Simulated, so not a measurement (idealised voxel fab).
process module | voxel transistor to metal
cross-section cut | 150 nm wide | cells 5 nm
A cross-section is a grid of square cells, given in bands from the top down. A band is one or more rows of cells.
Each band's line starts with the height of the band's top and of its bottom, in nm. Then come its materials from left to right, each with its width in nm. One material with "throughout" fills the band from edge to edge. "air" is empty space.
Height 0 is the level under which the wafer as received is all one material. The lowest band goes on downwards, as in "0 down".
A width such as "30 to 40" changes by the same amount from each row of cells to the next, from the band's top row to its bottom row.
"no change" after a step means that no cell of the cross-section changed.
closed voids: empty space of 8 cells or more with no open way to the top, each as width x height at its distance from the left edge, in nm
after a step's settings: what the simulator itself notes on the step
overlay nm, on a step with a mask: how far to the right of its planned place the mask lay; to the left if negative
plan
1 op RECEIVE | material Si
2 op OXIDIZE | depth nm 5
3 op CONFORMAL_DEP | material SiN | thk nm 10
4 op PATTERN | tone cover | mask id ACTIVE | material resist | width nm 120 | thk nm 15 | overlay nm 0
5 op DIRECTIONAL_ETCH | etch materials SiN | depth nm 10
6 op DIRECTIONAL_ETCH | etch materials SiO2 | depth nm 5
7 op DIRECTIONAL_ETCH | etch materials Si | depth nm 35
8 op STRIP | etch materials resist
9 op FILL_DEP | material SiO2 | thk nm 10
10 op CMP | height nm 10
11 op SELECTIVE_ETCH | etch materials SiO2 | depth nm 10
12 op STRIP | etch materials SiN
13 op SELECTIVE_ETCH | etch materials SiO2 | depth nm 5
14 op OXIDIZE | depth nm 5
15 op DIRECTIONAL_DEP | material polySi | thk nm 20
16 op DIRECTIONAL_DEP | material SiCN | thk nm 15
17 op MASKED_ETCH | tone cover | mask id GATE | width nm 30 | etch materials SiCN | depth nm 25 | overlay nm 0
18 op MASKED_ETCH | tone cover | mask id GATE | width nm 30 | etch materials polySi | depth nm 30 | overlay nm 0
19 op CONFORMAL_DEP | material SiO2 | thk nm 5
20 op DIRECTIONAL_ETCH | etch materials SiO2 | depth nm 5
21 op CONFORMAL_DEP | material SiN | thk nm 10
22 op DIRECTIONAL_ETCH | etch materials SiN | depth nm 10
23 op DIRECTIONAL_ETCH | etch materials SiO2 | depth nm 5
24 op DIRECTIONAL_ETCH | etch materials Si | depth nm 5
25 op EPI | material nSi | thk nm 5
26 op FILL_DEP | material SiO2 | thk nm 5
27 op CMP | height nm 15
28 op STRIP | etch materials polySi
29 op SELECTIVE_ETCH | etch materials SiO2 | depth nm 5
30 op CONFORMAL_DEP | material HfO2 | thk nm 5
31 op CONFORMAL_DEP | material TiN | thk nm 5
32 op FILL_DEP | material W | thk nm 5
33 op CMP | height nm 10
34 op DIRECTIONAL_DEP | material SiO2 | thk nm 15
35 op PATTERN | tone open | mask id CONTACT | material resist | width nm 20 | pitch nm 90 | thk nm 15 | overlay nm 0
36 op DIRECTIONAL_ETCH | etch materials SiO2 | depth nm 35
37 op STRIP | etch materials resist
38 op CONFORMAL_DEP | material TiN | thk nm 5
39 op FILL_DEP | material W | thk nm 10
40 op CMP | height nm 25
41 op CONFORMAL_DEP | material SiCN | thk nm 5
42 op DIRECTIONAL_DEP | material lowk | thk nm 25
43 op MASKED_ETCH | tone open | mask id METAL_1 | width nm 20 | pitch nm 90 | etch materials lowk | depth nm 25 | overlay nm 0
44 op MASKED_ETCH | tone open | mask id METAL_1 | width nm 20 | pitch nm 90 | etch materials SiCN | depth nm 5 | overlay nm 0
45 op CONFORMAL_DEP | material TiN | thk nm 5
46 op FILL_DEP | material Cu | thk nm 10
47 op CMP | height nm 55
48 op CONFORMAL_DEP | material SiCN | thk nm 5
49 op DIRECTIONAL_DEP | material lowk | thk nm 25
50 op DIRECTIONAL_DEP | material aC | thk nm 10
51 op PATTERN | tone open | mask id METAL_2 | material resist | width nm 20 | pitch nm 90 | thk nm 30 | overlay nm 0
52 op DIRECTIONAL_ETCH | etch materials aC | depth nm 10
53 op STRIP | etch materials resist
54 op DIRECTIONAL_ETCH | etch materials lowk | depth nm 15
55 op STRIP | etch materials aC
56 op DIRECTIONAL_DEP | material aC | thk nm 15
57 op PATTERN | tone open | mask id METAL_2_HOLES | material resist | width nm 15 | pitch nm 90 | thk nm 30 | overlay nm 0
58 op DIRECTIONAL_ETCH | etch materials aC | depth nm 15
59 op STRIP | etch materials resist
60 op DIRECTIONAL_ETCH | etch materials lowk | depth nm 10
61 op DIRECTIONAL_ETCH | etch materials SiCN | depth nm 5
62 op STRIP | etch materials aC
63 op CONFORMAL_DEP | material TiN | thk nm 5
64 op FILL_DEP | material Ru | thk nm 10
65 op CMP | height nm 85
66 op CONFORMAL_DEP | material SiN | thk nm 5
as received, after step 1
  0 down: Si throughout
  closed voids: none
first wafer at the end, as planned
  90 to 85: SiN throughout
  85 to 75: lowk 20 | TiN 5 | Ru 10 | TiN 5 | lowk 70 | TiN 5 | Ru 10 | TiN 5 | lowk 20
  75 to 70: lowk 20 | TiN 5 | Ru 5 | TiN 10 | lowk 70 | TiN 5 | Ru 5 | TiN 10 | lowk 20
  70 to 60: lowk 20 | TiN 5 | Ru 5 | TiN 5 | lowk 75 | TiN 5 | Ru 5 | TiN 5 | lowk 25
  60 to 55: SiCN 20 | TiN 15 | SiCN 75 | TiN 15 | SiCN 25
  55 to 30: lowk 20 | TiN 5 | Cu 10 | TiN 5 | lowk 70 | TiN 5 | Cu 10 | TiN 5 | lowk 20
  30 to 25: SiCN 20 | TiN 20 | SiCN 70 | TiN 20 | SiCN 20
  25 to 10: SiO2 20 | TiN 5 | W 10 | TiN 5 | SiO2 70 | TiN 5 | W 10 | TiN 5 | SiO2 20
  10 to 0: SiO2 20 | TiN 5 | W 10 | TiN 5 | SiO2 5 | SiN 10 | HfO2 5 | TiN 5 | W 20 | TiN 5 | HfO2 5 | SiN 10 | SiO2 5 | TiN 5 | W 10 | TiN 5 | SiO2 20
  0 to -5: SiO2 20 | TiN 5 | W 10 | TiN 5 | SiO2 5 | SiN 10 | HfO2 5 | TiN 30 | HfO2 5 | SiN 10 | SiO2 5 | TiN 5 | W 10 | TiN 5 | SiO2 20
  -5 to -10: SiO2 20 | TiN 20 | nSi 5 | SiO2 10 | HfO2 40 | SiO2 10 | nSi 5 | TiN 20 | SiO2 20
  -10 to -15: SiO2 15 | nSi 30 | Si 60 | nSi 30 | SiO2 15
  -15 to -40: SiO2 15 | Si 120 | SiO2 15
  -40 down: Si throughout
  closed voids: none
second wafer at the end: like start, like plan, one mistake
  90 to 85: SiN throughout
  85 to 80: TiN 25 | Ru 10 | TiN 80 | Ru 10 | TiN 25
  80 to 70: lowk 20 | TiN 5 | Ru 10 | TiN 5 | lowk 70 | TiN 5 | Ru 10 | TiN 5 | lowk 20
  70 to 60: lowk 20 | TiN 5 | Ru 5 | TiN 10 to 5 | lowk 70 to 75 | TiN 5 | Ru 5 | TiN 10 to 5 | lowk 20 to 25
  60 to 55: SiCN 20 | TiN 15 | SiCN 75 | TiN 15 | SiCN 25
  55 to 30: lowk 20 | TiN 5 | Cu 10 | TiN 5 | lowk 70 | TiN 5 | Cu 10 | TiN 5 | lowk 20
  30 to 25: SiCN 20 | TiN 20 | SiCN 70 | TiN 20 | SiCN 20
  25 to 10: SiO2 20 | TiN 5 | W 10 | TiN 5 | SiO2 70 | TiN 5 | W 10 | TiN 5 | SiO2 20
  10 to 0: SiO2 20 | TiN 5 | W 10 | TiN 5 | SiO2 5 | SiN 10 | HfO2 5 | TiN 5 | W 20 | TiN 5 | HfO2 5 | SiN 10 | SiO2 5 | TiN 5 | W 10 | TiN 5 | SiO2 20
  0 to -5: SiO2 20 | TiN 5 | W 10 | TiN 5 | SiO2 5 | SiN 10 | HfO2 5 | TiN 30 | HfO2 5 | SiN 10 | SiO2 5 | TiN 5 | W 10 | TiN 5 | SiO2 20
  -5 to -10: SiO2 20 | TiN 20 | nSi 5 | SiO2 10 | HfO2 40 | SiO2 10 | nSi 5 | TiN 20 | SiO2 20
  -10 to -15: SiO2 15 | nSi 30 | Si 60 | nSi 30 | SiO2 15
  -15 to -40: SiO2 15 | Si 120 | SiO2 15
  -40 down: Si throughout
  closed voids: none
what went wrong: step 49 ran as: op DIRECTIONAL_DEP | material lowk | thk nm 20
at the end the second wafer has, in cells: 2 more of Ru | 22 more of TiN | 24 fewer of lowk
